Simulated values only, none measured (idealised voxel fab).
You're looking at the process module voxel local oxidation.
Cross-section cut spans 300 nm and uses square cells 5 nm in size.
Heads up, the way a cross-section reads in here is a grid of square cells, handed over as bands from the top down, with every band being one or more rows of cells.
Basically the band line says how high the top is and how high the bottom is, in nm, and then what's in it from left to right, every material with its width in nm. Empty space shows up as "empty", and if a single material carries "edge to edge" it runs the full band edge to edge.
Heights are reckoned from 0. Under this level, the received wafer is all of one material. The bottommost band is open-ended downward, for example "top 0, no bottom".
A width such as "30->40" changes by the same amount from each row of cells to the next, from the band's top row to its bottom row.
No cell of the cross-section changed in a step that is given as "no change".
Voids not open to the top, 8 cells minimum: see "Closed void listing". Written width x height at distance; distance is from the left edge; nm.
It should be noted that, on the line of a given step, the content following the step's settings is a remark produced by the simulator itself with respect to that step.
What "overlay nm" on a step's line means: if the step has a mask, that mask lay this far to the right of its planned place, or, when the value is negative, to the left.

[Below is the list of planned process steps]
1: RECEIVE, material Si
2: CONFORMAL_DEP, material SiO2, thk nm 5
3: CONFORMAL_DEP, material SiN, thk nm 15
4: PATTERN, tone cover, mask id ACTIVE, material resist, width nm 100, thk nm 15, overlay nm 0
5: DIRECTIONAL_ETCH, etch materials SiN, depth nm 15
6: STRIP, etch materials resist
7: SELECTIVE_ETCH, etch materials SiO2, depth nm 5
8: OXIDIZE, depth nm 10
9: STRIP, etch materials SiN

[The first of the two wafers, which ran as planned]

[As received (post step 1): cross-section]
    top 0, no bottom: Si edge to edge
    Closed void listing: none

[So this is the wafer cross-section right after step 2]
    top 5, bottom 0: SiO2 edge to edge
    Nothing below the height 0 has changed.

[So this is the wafer cross-section right after step 3]
    top 20, bottom 5: SiN edge to edge
    Nothing below the height 5 has changed.

[So this is the wafer cross-section right after step 4]
    top 35, bottom 20: empty: 100 | resist: 100 | empty: 100
    Nothing below the height 20 has changed.

[So this is the wafer cross-section right after step 5]
    top 35, bottom 20: empty: 100 | resist: 100 | empty: 100
    top 20, bottom 5: empty: 100 | SiN: 100 | empty: 100
    Nothing below the height 5 has changed.

[So this is the wafer cross-section right after step 6]
    top 20, bottom 5: empty: 100 | SiN: 100 | empty: 100
    Nothing below the height 5 has changed.

[So this is the wafer cross-section right after step 7]
    top 20, bottom 5: empty: 100 | SiN: 100 | empty: 100
    top 5, bottom 0: empty: 105 | SiO2: 90 | empty: 105
    Nothing below the height 0 has changed.

[So this is the wafer cross-section right after step 8]
    top 20, bottom 5: empty: 100 | SiN: 100 | empty: 100
    top 5, bottom 0: empty: 105 | SiO2: 90 | empty: 105
    top 0, bottom -10: SiO2: 115 | Si: 70 | SiO2: 115
    Nothing below the height -10 has changed.

[So this is the wafer cross-section right after step 9]
    top 5, bottom 0: empty: 105 | SiO2: 90 | empty: 105
    Nothing below the height 0 has changed.

[Wafer two of two - same starting point, same process plan, one mistake in execution; matches wafer one up to and including step 8]

Planned end of step 9: second wafer, cross-section: no change
Want to know what went wrong? plan step 9 never ran because it was skipped
Wrapping up, a cell-based count of both wafers puts the second over or under the first for these materials: 60 more of SiN
